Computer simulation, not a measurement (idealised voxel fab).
Herein follows the process module entitled voxel wiring stack.
Displayed cross-section: cut, width of 165 nm, square cells sized 5 nm.
Cross-section format: a grid of square cells, given as bands from top to bottom; each band is one or more rows of cells.
In this notation a band is specified by the heights of its top and bottom, in that order and in nm, after which its materials appear from left to right, each paired with its width in nm. The word "full width" attached to a single material means that material fills the band from edge to edge; the word "air" stands for empty space.
It should be noted that heights are counted from 0, beneath which the wafer as supplied is of one material throughout, and that the lowest band possesses no lower boundary but continues downward, as written in "z 0 and below".
The expression "30->40" gives the width at the extremes of the band, the first number at its top row of cells and the second at its bottom row, with the width changing by equal amounts from each row to the next in between.
Step marked "nothing was modified"? Then no cell in the cross-section changed in it.
The entry "Closed void register" lists the empty spaces that cover at least 8 cells and have no open path to the top. Each is written as width x height at distance, where the distance is measured from the left edge and all three values are in nm.
Read whatever lies past the settings on a step's line as the simulator's own remark about the step.
A step line may carry the setting "overlay nm", which, for steps involving a mask, states the distance by which the mask lay to the right of its intended position; negative values denote displacement to the left.
Listed below are the process steps as planned:
1) RECEIVE with material Si
2) CONFORMAL_DEP with material SiO2, thk nm 15
3) DIRECTIONAL_DEP with material TiN, thk nm 5
4) DIRECTIONAL_DEP with material Ru, thk nm 15
5) MASKED_ETCH with tone cover, mask id METAL_1, width nm 25, pitch nm 50, etch materials Ru, depth nm 15, overlay nm 0
6) MASKED_ETCH with tone cover, mask id METAL_1, width nm 25, pitch nm 50, etch materials TiN, depth nm 5, overlay nm 0
7) CONFORMAL_DEP with material SiCN, thk nm 5
8) FILL_DEP with material SiO2, thk nm 10
9) CMP with height nm 35
10) CONFORMAL_DEP with material SiCN, thk nm 5
11) DIRECTIONAL_DEP with material SiO2, thk nm 30
12) MASKED_ETCH with tone open, mask id METAL_2, width nm 25, pitch nm 50, etch materials SiO2, depth nm 15, overlay nm 0
13) MASKED_ETCH with tone open, mask id METAL_2_HOLES, width nm 15, etch materials SiO2, depth nm 15, overlay nm 0
14) MASKED_ETCH with tone open, mask id METAL_2_HOLES, width nm 15, etch materials SiCN, depth nm 5, overlay nm 0
15) CONFORMAL_DEP with material TiN, thk nm 5
16) FILL_DEP with material Cu, thk nm 5
17) CMP with height nm 70
18) CONFORMAL_DEP with material SiCN, thk nm 5
Delivered wafer in cross-section: state after step 1:
> z 0 and below: Si full width
> Closed void register: none
Final wafer profile in cross-section after the module, from the same start and plan as above, with one mistake made during processing:
> z 75 to 70: SiCN full width
> z 70 to 60: SiO2 45  TiN 5  Cu 15  TiN 5  SiO2 25  TiN 5  Cu 15  TiN 5  SiO2 45
> z 60 to 55: SiO2 45  TiN 5  Cu 5  TiN 15  SiO2 25  TiN 25  SiO2 45
> z 55 to 40: SiO2 45  TiN 5  Cu 5  TiN 5  SiO2 105
> z 40 to 35: SiCN 45  TiN 15  SiCN 105
> z 35 to 25: SiO2 full width
> z 25 to 20: SiO2 40  SiCN 35  SiO2 15  SiCN 35  SiO2 40
> z 20 to 5: SiO2 40  SiCN 5  Ru 25  SiCN 5  SiO2 15  SiCN 5  Ru 25  SiCN 5  SiO2 40
> z 5 to 0: SiCN 45  TiN 25  SiCN 25  TiN 25  SiCN 45
> z 0 and below: Si full width
> Closed void register: none
What was done differently from what was planned? yeah, step 2 of the plan got skipped, never ran
